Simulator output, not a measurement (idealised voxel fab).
Presented below is a process module, voxel fin reveal.
Square cell edge 5 nm, section width 215 nm, ID cut.
Cross-section spec: square-cell grid; bands listed top down; each band is one or more rows. Within each band entry, the heights of the top and of the bottom of the band appear first, in that order and in nm; the materials of the band then follow from left to right, each with its corresponding width in nm. The designation "everywhere" on a single material indicates that it fills the band from edge to edge; the designation "blank" indicates empty space. Measure heights from 0. That's the level where, below it, the as-received wafer is all one material. The lowest band is bottomless and extends downward; write it as in "0 and below". So if you see something like "30 to 40" for the width, read it as the top row of the band sitting at the first number and the bottom row at the second, with every row in between moving by the same amount as the last. Any step labelled "no alteration" changed none of the cells in the cross-section. Entry "Enclosed cavities". Content: empty spaces with no open connection to the top, size 8 cells or greater. Each: width x height at distance. Distance: from left edge. Unit: nm. Past the settings on a step's line: simulator remark, on that step. Regarding "overlay nm": on a step with a mask, it is the distance the mask lay to the right of its planned place; a negative value places it to the left.

**The planned process steps are enumerated hereunder**
- 1: RECEIVE, material Si
- 2: CONFORMAL_DEP, material SiN, thk nm 5
- 3: MASKED_ETCH, tone cover, mask id FINS, width nm 15, pitch nm 40, etch materials SiN, depth nm 5, overlay nm 0
- 4: MASKED_ETCH, tone cover, mask id FINS, width nm 15, pitch nm 40, etch materials Si, depth nm 30, overlay nm 0
- 5: OXIDIZE, depth nm 5
- 6: FILL_DEP, material SiO2, thk nm 10
- 7: CMP, height nm 5
- 8: SELECTIVE_ETCH, etch materials SiO2, depth nm 25
- 9: STRIP, etch materials SiN

**Cross-section of the wafer upon arrival, representing the state reached after step 1**
- 0 and below | Si everywhere
- Enclosed cavities: none

**The module was run from the start shown above using the plan shown above, but one mistake was made doing it; the resulting wafer cross-section is below**
- 0 down to -30 | 60 nm blank  5 nm SiO2  5 nm Si  5 nm SiO2  25 nm blank  5 nm SiO2  5 nm Si  5 nm SiO2  25 nm blank  5 nm SiO2  5 nm Si  5 nm SiO2  60 nm blank
- -30 down to -35 | 65 nm SiO2  5 nm Si  35 nm SiO2  5 nm Si  35 nm SiO2  5 nm Si  65 nm SiO2
- -35 and below | Si everywhere
- Enclosed cavities: none
Plan not followed: contrary to plan, step 6 was performed as FILL_DEP, material SiN, thk nm 10
